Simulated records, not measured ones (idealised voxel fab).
The following process module bears the name voxel capacitor over wiring.
The cross-section shown here is cut; it is 250 nm wide and divided into square cells measuring 5 nm on a side.
Cross-section format: a grid of square cells, given as bands from top to bottom; each band is one or more rows of cells.
Top height, bottom height, nm. Materials left to right, width each, nm. Single material + "edge to edge" = fills band edge to edge. "blank" = empty.
Note: height 0 marks the level under which the wafer is uniformly one material as received. Lowest band unbounded below, written "0 and below".
The expression "30 to 40" gives the width at the extremes of the band, the first number at its top row of cells and the second at its bottom row, with the width changing by equal amounts from each row to the next in between.
"no modification" after a step means that no cell of the cross-section changed.
"Voids, sealed": empty spaces of 8 cells or more with no open way to the top, each given as width x height at distance, distance from the left edge, all in nm.
Where a step's line continues beyond its settings, the continuation is a remark by the simulator itself on that step.
overlay nm: step with mask; distance mask lay right of planned place; negative value = left of planned place.

List of planned process steps:
1) op RECEIVE | material Si
2) op CONFORMAL_DEP | material SiO2 | thk nm 10
3) op CONFORMAL_DEP | material SiN | thk nm 5
4) op DIRECTIONAL_DEP | material lowk | thk nm 20
5) op PATTERN | tone open | mask id METAL_1 | material resist | width nm 20 | pitch nm 90 | thk nm 15 | overlay nm 0
6) op DIRECTIONAL_ETCH | etch materials lowk | depth nm 20
7) op DIRECTIONAL_ETCH | etch materials SiN | depth nm 5
8) op STRIP | etch materials resist
9) op CONFORMAL_DEP | material TiN | thk nm 5
10) op FILL_DEP | material Ru | thk nm 10
11) op CMP | height nm 35
12) op EPI | material Ru | thk nm 5
13) op FILL_DEP | material SiCN | thk nm 5
14) op DIRECTIONAL_DEP | material SiO2 | thk nm 15
15) op PATTERN | tone open | mask id PLUG_1 | material resist | width nm 15 | thk nm 15 | overlay nm 0
16) op DIRECTIONAL_ETCH | etch materials SiO2 | depth nm 15
17) op DIRECTIONAL_ETCH | etch materials SiCN | depth nm 5
18) op STRIP | etch materials resist
19) op EPI | material Ru | thk nm 10
20) op EPI | material Ru | thk nm 10
21) op DIRECTIONAL_DEP | material TiN | thk nm 10
22) op DIRECTIONAL_DEP | material SiN | thk nm 5
23) op DIRECTIONAL_DEP | material TiN | thk nm 10
24) op PATTERN | tone cover | mask id UPPER_PLATE | material resist | width nm 75 | thk nm 20 | overlay nm 0
25) op DIRECTIONAL_ETCH | etch materials TiN | depth nm 10
26) op DIRECTIONAL_ETCH | etch materials SiN | depth nm 5
27) op STRIP | etch materials resist
28) op PATTERN | tone cover | mask id LOWER_PLATE | material resist | width nm 85 | thk nm 15 | overlay nm 0
29) op DIRECTIONAL_ETCH | etch materials TiN | depth nm 10
30) op STRIP | etch materials resist
31) op FILL_DEP | material SiO2 | thk nm 15
32) op CMP | height nm 95
33) op PATTERN | tone open | mask id PLUG_2 | material resist | width nm 15 | thk nm 15 | overlay nm 0
34) op DIRECTIONAL_ETCH | etch materials SiO2 | depth nm 10
35) op STRIP | etch materials resist
36) op CONFORMAL_DEP | material TiN | thk nm 5
37) op FILL_DEP | material Ru | thk nm 5
38) op CMP | height nm 95
39) op CONFORMAL_DEP | material SiN | thk nm 5

Delivered wafer in cross-section: state after step 1:
    0 and below: Si edge to edge
    Voids, sealed: none

One mistake in running the module, otherwise start and plan as above: cross-section at the end:
    100 down to 95: SiN edge to edge
    95 down to 90: 85 nm SiO2 / 5 nm TiN / 5 nm Ru / 5 nm TiN / 150 nm SiO2
    90 down to 85: 85 nm SiO2 / 15 nm TiN / 150 nm SiO2
    85 down to 75: 75 nm SiO2 / 75 nm TiN / 100 nm SiO2
    75 down to 70: 75 nm SiO2 / 75 nm SiN / 100 nm SiO2
    70 down to 60: 65 nm SiO2 / 95 nm TiN / 90 nm SiO2
    60 down to 45: 75 nm SiO2 / 15 nm Ru / 160 nm SiO2
    45 down to 40: 75 nm SiCN / 15 nm Ru / 160 nm SiCN
    40 down to 35: 65 nm SiCN / 30 nm Ru / 60 nm SiCN / 30 nm Ru / 65 nm SiCN
    35 down to 15: 70 nm lowk / 5 nm TiN / 10 nm Ru / 5 nm TiN / 70 nm lowk / 5 nm TiN / 10 nm Ru / 5 nm TiN / 70 nm lowk
    15 down to 10: 70 nm SiN / 20 nm TiN / 70 nm SiN / 20 nm TiN / 70 nm SiN
    10 down to 0: SiO2 edge to edge
    0 and below: Si edge to edge
    Voids, sealed: none
It is concluded that the wafer was processed incorrectly with respect to the plan, in that contrary to plan, step 28 was performed as op PATTERN | tone cover | mask id LOWER_PLATE | material resist | width nm 95 | thk nm 15 | overlay nm 0
